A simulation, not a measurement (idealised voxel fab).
process module | voxel self aligned contacts
cross-section cut | 220 nm wide | cells 5 nm
A cross-section is a grid of square cells, given in bands from the top down. A band is one or more rows of cells.
Each band's line starts with the height of the band's top and of its bottom, in nm. Then come its materials from left to right, each with its width in nm. One material with "throughout" fills the band from edge to edge. "air" is empty space.
Height 0 is the level under which the wafer as received is all one material. The lowest band goes on downwards, as in "0 down".
A width such as "30 to 40" changes by the same amount from each row of cells to the next, from the band's top row to its bottom row.
"no change" after a step means that no cell of the cross-section changed.
closed voids: empty space of 8 cells or more with no open way to the top, each as width x height at its distance from the left edge, in nm
after a step's settings: what the simulator itself notes on the step
overlay nm, on a step with a mask: how far to the right of its planned place the mask lay; to the left if negative
plan
1 op RECEIVE | material Si
2 op CONFORMAL_DEP | material SiO2 | thk nm 5
3 op DIRECTIONAL_DEP | material polySi | thk nm 20
4 op DIRECTIONAL_DEP | material SiN | thk nm 15
5 op DIRECTIONAL_DEP | material aC | thk nm 15
6 op PATTERN | tone cover | mask id GATE | material resist | width nm 30 | pitch nm 65 | thk nm 35 | overlay nm 0
7 op DIRECTIONAL_ETCH | etch materials aC | depth nm 15
8 op STRIP | etch materials resist
9 op DIRECTIONAL_ETCH | etch materials SiN | depth nm 15
10 op DIRECTIONAL_ETCH | etch materials polySi | depth nm 20
11 op STRIP | etch materials aC
12 op CONFORMAL_DEP | material SiN | thk nm 5
13 op DIRECTIONAL_ETCH | etch materials SiN | depth nm 5
14 op FILL_DEP | material SiO2 | thk nm 15
15 op CMP | height nm 45
16 op MASKED_ETCH | tone open | mask id CONTACT | width nm 45 | etch materials SiO2 | depth nm 45 | overlay nm 0
17 op CONFORMAL_DEP | material TiN | thk nm 5
18 op FILL_DEP | material Ru | thk nm 10
19 op CMP | height nm 45
20 op CONFORMAL_DEP | material SiCN | thk nm 5
as received, after step 1
  0 down: Si throughout
  closed voids: none
first wafer at the end, as planned
  50 to 45: SiCN throughout
  45 to 40: SiO2 85 | TiN 15 | Ru 15 | TiN 15 | SiO2 90
  40 to 25: SiO2 55 | SiN 40 | TiN 5 | Ru 15 | TiN 5 | SiN 40 | SiO2 60
  25 to 5: SiO2 55 | SiN 5 | polySi 30 | SiN 5 | TiN 5 | Ru 15 | TiN 5 | SiN 5 | polySi 30 | SiN 5 | SiO2 60
  5 to 0: SiO2 95 | TiN 25 | SiO2 100
  0 down: Si throughout
  closed voids: none
second wafer at the end: like start, like plan, one mistake
  50 to 45: SiCN throughout
  45 to 40: SiO2 85 | TiN 45 | SiO2 90
  40 to 25: SiN 65 | SiO2 20 | SiN 45 | SiO2 20 | SiN 70
  25 to 5: polySi 60 | SiN 5 | SiO2 20 | SiN 5 | polySi 35 | SiN 5 | SiO2 20 | SiN 5 | polySi 65
  5 to 0: SiO2 throughout
  0 down: Si throughout
  closed voids: none
what went wrong: step 6 ran as: op PATTERN | tone open | mask id GATE | material resist | width nm 30 | pitch nm 65 | thk nm 35 | overlay nm 0
at the end the second wafer has, in cells: 24 fewer of Ru | 60 more of SiN | 100 fewer of SiO2 | 16 fewer of TiN | 80 more of polySi
